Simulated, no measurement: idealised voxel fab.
You're looking at the process module voxel self aligned contacts.
Section cut is 245 nm wide and gridded with 5 nm square cells.
Cross-section spec: square-cell grid; bands listed top down; each band is one or more rows. Read a band's entry like this: the first values are the height of its top and the height of its bottom in nm, and what follows is the sequence of materials from left to right, each with its width in nm. Note that "air" is empty space, and that a single material marked "everywhere" reaches across the band from edge to edge. It should be noted that heights are counted from 0, beneath which the wafer as supplied is of one material throughout, and that the lowest band possesses no lower boundary but continues downward, as written in "from 0 down". A two-number width, for instance "30 to 40", indicates that the width is equal to the first number in the top row of the band and to the second number in the bottom row, and that it changes by a constant amount per row of cells. Given "no modification" for a step, no cell of the cross-section differs between before and after that step. Listed in "Enclosed void catalog": every empty space of 8 or more cells without an open way to the top. Form: width x height at distance, the distance being from the left edge, all in nm. Past the settings on a step's line: simulator remark, on that step. Regarding "overlay nm": on a step with a mask, it is the distance the mask lay to the right of its planned place; a negative value places it to the left.
### These are the steps we planned for the process
1) RECEIVE, material Si
2) OXIDIZE, depth nm 5
3) DIRECTIONAL_DEP, material polySi, thk nm 30
4) DIRECTIONAL_DEP, material SiN, thk nm 20
5) DIRECTIONAL_DEP, material aC, thk nm 10
6) PATTERN, tone cover, mask id GATE, material resist, width nm 35, pitch nm 80, thk nm 30, overlay nm 0
7) DIRECTIONAL_ETCH, etch materials aC, depth nm 10
8) STRIP, etch materials resist
9) DIRECTIONAL_ETCH, etch materials SiN, depth nm 20
10) DIRECTIONAL_ETCH, etch materials polySi, depth nm 30
11) STRIP, etch materials aC
12) CONFORMAL_DEP, material SiN, thk nm 10
13) DIRECTIONAL_ETCH, etch materials SiN, depth nm 5
14) FILL_DEP, material SiO2, thk nm 10
15) CMP, height nm 55
16) MASKED_ETCH, tone open, mask id CONTACT, width nm 55, etch materials SiO2, depth nm 60, overlay nm 0
17) CONFORMAL_DEP, material TiN, thk nm 5
18) FILL_DEP, material Ru, thk nm 5
19) CMP, height nm 55
20) CONFORMAL_DEP, material SiN, thk nm 5
It is noted that the wafers described herein are identical at the outset and are distinguished by the depth nm of step 13; the value stated in the plan corresponds to the first wafer.
### Here's the first of the wafers in cross-section, just as we got it, i.e. after step 1
> from 0 down | Si everywhere
> Enclosed void catalog: none
### Per wafer (row), end of module: delta in cells per material since receipt, (+) for gained, (-) for lost; closed voids after that
depth nm 5 | +27 Ru | -49 Si | +234 SiN | +269 SiO2 | +23 TiN | +84 polySi | Enclosed void catalog: none
depth nm 10 | +33 Ru | -49 Si | +185 SiN | +302 SiO2 | +33 TiN | +84 polySi | Enclosed void catalog: none
depth nm 15 | +39 Ru | -49 Si | +163 SiN | +318 SiO2 | +33 TiN | +84 polySi | Enclosed void catalog: none
